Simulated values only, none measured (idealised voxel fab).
process module | voxel ribs on slabs
cross-section cut | 240 nm wide | cells 5 nm
A cross-section is a grid of square cells, given in bands from the top down. A band is one or more rows of cells.
Each band's line starts with the height of the band's top and of its bottom, in nm. Then come its materials from left to right, each with its width in nm. One material with "throughout" fills the band from edge to edge. "air" is empty space.
Height 0 is the level under which the wafer as received is all one material. The lowest band goes on downwards, as in "0 down".
A width such as "30 to 40" changes by the same amount from each row of cells to the next, from the band's top row to its bottom row.
"no change" after a step means that no cell of the cross-section changed.
closed voids: empty space of 8 cells or more with no open way to the top, each as width x height at its distance from the left edge, in nm
after a step's settings: what the simulator itself notes on the step
overlay nm, on a step with a mask: how far to the right of its planned place the mask lay; to the left if negative
plan
1 op RECEIVE | material Si
2 op DIRECTIONAL_DEP | material SiO2 | thk nm 30
3 op DIRECTIONAL_DEP | material SiN | thk nm 25
4 op DIRECTIONAL_DEP | material aC | thk nm 10
5 op PATTERN | tone cover | mask id RIB | material resist | width nm 25 | thk nm 25 | overlay nm 0
6 op DIRECTIONAL_ETCH | etch materials aC | depth nm 10
7 op STRIP | etch materials resist
8 op DIRECTIONAL_ETCH | etch materials SiN | depth nm 10
9 op STRIP | etch materials aC
10 op PATTERN | tone cover | mask id SLAB | material resist | width nm 85 | thk nm 20 | overlay nm 0
11 op DIRECTIONAL_ETCH | etch materials SiN | depth nm 15
12 op STRIP | etch materials resist
13 op FILL_DEP | material SiO2 | thk nm 30
14 op CMP | height nm 75
15 op DIRECTIONAL_DEP | material W | thk nm 10
16 op DIRECTIONAL_DEP | material aC | thk nm 15
17 op PATTERN | tone cover | mask id HEATER | material resist | width nm 35 | thk nm 35 | overlay nm 0
18 op DIRECTIONAL_ETCH | etch materials aC | depth nm 15
19 op STRIP | etch materials resist
20 op DIRECTIONAL_ETCH | etch materials W | depth nm 10
21 op STRIP | etch materials aC
22 op CONFORMAL_DEP | material SiN | thk nm 10
first wafer, as planned
as received, after step 1
  0 down: Si throughout
  closed voids: none
after step 2
  30 to 0: SiO2 throughout
  below 0: unchanged
after step 3
  55 to 30: SiN throughout
  below 30: unchanged
after step 4
  65 to 55: aC throughout
  below 55: unchanged
after step 5
  90 to 65: air 105 | resist 25 | air 110
  below 65: unchanged
after step 6
  80 to 65: air 105 | resist 25 | air 110
  65 to 55: air 105 | aC 25 | air 110
  below 55: unchanged
after step 7
  65 to 55: air 105 | aC 25 | air 110
  below 55: unchanged
after step 8
  65 to 55: air 105 | aC 25 | air 110
  55 to 45: air 105 | SiN 25 | air 110
  below 45: unchanged
after step 9
  55 to 45: air 105 | SiN 25 | air 110
  below 45: unchanged
after step 10
  75 to 55: air 75 | resist 85 | air 80
  55 to 45: air 75 | resist 30 | SiN 25 | resist 30 | air 80
  below 45: unchanged
after step 11
  75 to 55: air 75 | resist 85 | air 80
  55 to 45: air 75 | resist 30 | SiN 25 | resist 30 | air 80
  45 to 30: air 75 | SiN 85 | air 80
  below 30: unchanged
after step 12
  55 to 45: air 105 | SiN 25 | air 110
  below 45: unchanged
after step 13
  85 to 55: SiO2 throughout
  55 to 45: SiO2 105 | SiN 25 | SiO2 110
  45 to 30: SiO2 75 | SiN 85 | SiO2 80
  below 30: unchanged
after step 14
  75 to 55: SiO2 throughout
  below 55: unchanged
after step 15
  85 to 75: W throughout
  below 75: unchanged
after step 16
  100 to 85: aC throughout
  below 85: unchanged
after step 17
  135 to 100: air 100 | resist 35 | air 105
  below 100: unchanged
after step 18
  120 to 100: air 100 | resist 35 | air 105
  100 to 85: air 100 | aC 35 | air 105
  below 85: unchanged
after step 19
  100 to 85: air 100 | aC 35 | air 105
  below 85: unchanged
after step 20
  100 to 85: air 100 | aC 35 | air 105
  85 to 75: air 100 | W 35 | air 105
  below 75: unchanged
after step 21
  85 to 75: air 100 | W 35 | air 105
  below 75: unchanged
after step 22
  95 to 85: air 90 | SiN 55 | air 95
  85 to 75: SiN 100 | W 35 | SiN 105
  below 75: unchanged
second wafer: like start, like plan, one mistake. Through step 16 it matches the first wafer
when step 17 should have ended
  135 to 100: resist 100 | air 35 | resist 105
  below 100: unchanged
when step 18 should have ended
  120 to 100: resist 100 | air 35 | resist 105
  100 to 85: aC 100 | air 35 | aC 105
  below 85: unchanged
when step 19 should have ended
  100 to 85: aC 100 | air 35 | aC 105
  below 85: unchanged
when step 20 should have ended
  100 to 85: aC 100 | air 35 | aC 105
  85 to 75: W 100 | air 35 | W 105
  below 75: unchanged
when step 21 should have ended
  85 to 75: W 100 | air 35 | W 105
  below 75: unchanged
when step 22 should have ended
  95 to 85: SiN 110 | air 15 | SiN 115
  85 to 75: W 100 | SiN 35 | W 105
  below 75: unchanged
what went wrong: step 17 ran as: op PATTERN | tone open | mask id HEATER | material resist | width nm 35 | thk nm 35 | overlay nm 0
at the end the second wafer has, in cells: 68 more of W
